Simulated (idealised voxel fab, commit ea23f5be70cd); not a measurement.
Module name: voxel self aligned contacts (process module)
225 nm wide, 5 nm square cells: that's cross-section cut.
Throughout this document, each cross-section is represented as a grid of square cells and is presented as a sequence of bands enumerated from the top downward, where a band comprises one or more rows of cells.
Top, bottom (nm), then materials left to right with widths (nm); lone material tagged "edge to edge" fills the whole band edge to edge; "air" = empty space.
The level at which height equals 0 is the one under which the wafer, as it arrives, is entirely one material. No lower edge exists for the bottom band, which continues downward and is notated as in "from 0 down".
Think of "30..40" as a width that walks from the first number to the second as you go down the band, top row to bottom row, taking equal-sized steps from row to row.
The designation "no alterations made", where it is given for a processing step, indicates that no cell of the cross-section was altered in the course of that step.
The list in "Sealed cavities" covers empty spaces of 8 cells or more that cannot reach the top through any open way, and it gives each as width x height at distance; the distance is from the left edge, and width, height and distance are in nm.
On a step's line, text after the settings is the simulator commenting on that step.
"overlay nm" on a masked step: distance the mask lay right of its planned place, negative for left.

STEPS PLANNED FOR THE PROCESS
1 RECEIVE [material Si]
2 CONFORMAL_DEP [material SiO2] [thk nm 5]
3 DIRECTIONAL_DEP [material polySi] [thk nm 25]
4 DIRECTIONAL_DEP [material SiN] [thk nm 20]
5 MASKED_ETCH [tone cover] [mask id GATE] [width nm 30] [pitch nm 70] [etch materials SiN] [depth nm 20] [overlay nm 0]
6 MASKED_ETCH [tone cover] [mask id GATE] [width nm 30] [pitch nm 70] [etch materials polySi] [depth nm 25] [overlay nm 0]
7 CONFORMAL_DEP [material SiN] [thk nm 10]
8 DIRECTIONAL_ETCH [etch materials SiN] [depth nm 10]
9 FILL_DEP [material SiO2] [thk nm 10]
10 CMP [height nm 55]
11 PATTERN [tone open] [mask id CONTACT] [material resist] [width nm 50] [thk nm 20] [overlay nm 0]
12 DIRECTIONAL_ETCH [etch materials SiO2] [depth nm 55]
13 STRIP [etch materials resist]
14 CONFORMAL_DEP [material TiN] [thk nm 5]
15 FILL_DEP [material Ru] [thk nm 10]
16 CMP [height nm 55]
17 CONFORMAL_DEP [material SiCN] [thk nm 5]

THIS IS THE CROSS-SECTION OF THE WAFER AS WE RECEIVED IT, I.E. AFTER STEP 1
> from 0 down: Si edge to edge
> Sealed cavities: none

FIGURE: CROSS-SECTIONAL VIEW OF THE WAFER UPON COMPLETION OF THE MODULE, PROCESSED FROM THE INITIAL STATE AND ACCORDING TO THE PLAN DEPICTED ABOVE, WITH ONE ERROR INTRODUCED DURING EXECUTION
> from 60 to 55: SiCN edge to edge
> from 55 to 50: SiO2: 85, TiN: 50, SiO2: 90
> from 50 to 30: SiN: 70, SiO2: 10, SiN: 60, SiO2: 10, SiN: 75
> from 30 to 5: polySi edge to edge
> from 5 to 0: SiO2 edge to edge
> from 0 down: Si edge to edge
> Sealed cavities: none
Error vs. plan: heads up, step 5 didn't go per plan, it actually ran as MASKED_ETCH [tone open] [mask id GATE] [width nm 30] [pitch nm 70] [etch materials SiN] [depth nm 20] [overlay nm 0]
